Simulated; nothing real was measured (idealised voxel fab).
The following is a process module called voxel fin reveal.
Xsec cut, 260 nm wide, square cell size 5 nm.
For the purposes of this document, a cross-section shall be understood as a grid of square cells, specified as bands listed in top-to-bottom order, each band consisting of one or more rows of cells. It is stipulated that each band's entry specify, in nanometres, the height of the top of the band and then that of its bottom, followed by the materials of the band in left-to-right sequence, each together with its width in nanometres. A single material marked by the word "throughout" is understood to fill the band from edge to edge; the word "air" is understood to denote empty space. Height datum 0, below which the as-received substrate wafer is one material. Lowest band open at the bottom, running downward: "0 down". Graded width ("30..40"): value in top row of band = first number; value in bottom row = second number; row-to-row change constant. For the purposes of this document, the phrase "no modifications" attached to a step denotes that no cell within the cross-section was modified by that step. You'll see "Closed empty spaces" listing empty spaces that have no way open to the top, as long as they're 8 cells or more; the notation is width x height at distance, where the distance is from the left edge, and all of it is in nm. after a step's settings: what the simulator itself notes on the step. overlay nm: how far to the right of its planned place the mask lay on this masked step (negative: to the left).

Process steps - plan:
| 1 | op RECEIVE | material Si |
| 2 | op CONFORMAL_DEP | material SiN | thk nm 5 |
| 3 | op DIRECTIONAL_DEP | material aC | thk nm 10 |
| 4 | op PATTERN | tone cover | mask id FINS | material resist | width nm 15 | pitch nm 35 | thk nm 25 | overlay nm 0 |
| 5 | op DIRECTIONAL_ETCH | etch materials aC | depth nm 10 |
| 6 | op STRIP | etch materials resist |
| 7 | op DIRECTIONAL_ETCH | etch materials SiN | depth nm 5 |
| 8 | op DIRECTIONAL_ETCH | etch materials Si | depth nm 35 |
| 9 | op STRIP | etch materials aC |
| 10 | op FILL_DEP | material SiO2 | thk nm 5 |
| 11 | op CMP | height nm 5 |
| 12 | op SELECTIVE_ETCH | etch materials SiO2 | depth nm 25 |
| 13 | op STRIP | etch materials SiN |
| 14 | op CONFORMAL_DEP | material HfO2 | thk nm 5 |

Cross-section of the wafer upon arrival, representing the state reached after step 1:
    0 down | Si throughout
    Closed empty spaces: none

Result of the module, cross-sectioned: start per above, plan per above, one error in how it was run:
    5 to 0 | air (65), HfO2 (25), air (10), HfO2 (25), air (10), HfO2 (25), air (10), HfO2 (25), air (65)
    0 to -15 | air (65), HfO2 (5), Si (15), HfO2 (5), air (10), HfO2 (5), Si (15), HfO2 (5), air (10), HfO2 (5), Si (15), HfO2 (5), air (10), HfO2 (5), Si (15), HfO2 (5), air (65)
    -15 to -20 | HfO2 (50), air (15), HfO2 (5), Si (15), HfO2 (5), air (10), HfO2 (5), Si (15), HfO2 (5), air (10), HfO2 (5), Si (15), HfO2 (5), air (10), HfO2 (5), Si (15), HfO2 (5), air (15), HfO2 (50)
    -20 to -25 | SiO2 (45), HfO2 (25), Si (15), HfO2 (20), Si (15), HfO2 (20), Si (15), HfO2 (20), Si (15), HfO2 (25), SiO2 (45)
    -25 to -35 | SiO2 (70), Si (15), SiO2 (20), Si (15), SiO2 (20), Si (15), SiO2 (20), Si (15), SiO2 (70)
    -35 down | Si throughout
    Closed empty spaces: none
What was done differently from what was planned? it was found that steps 12 and 13 of the process plan had been performed in exchanged positions
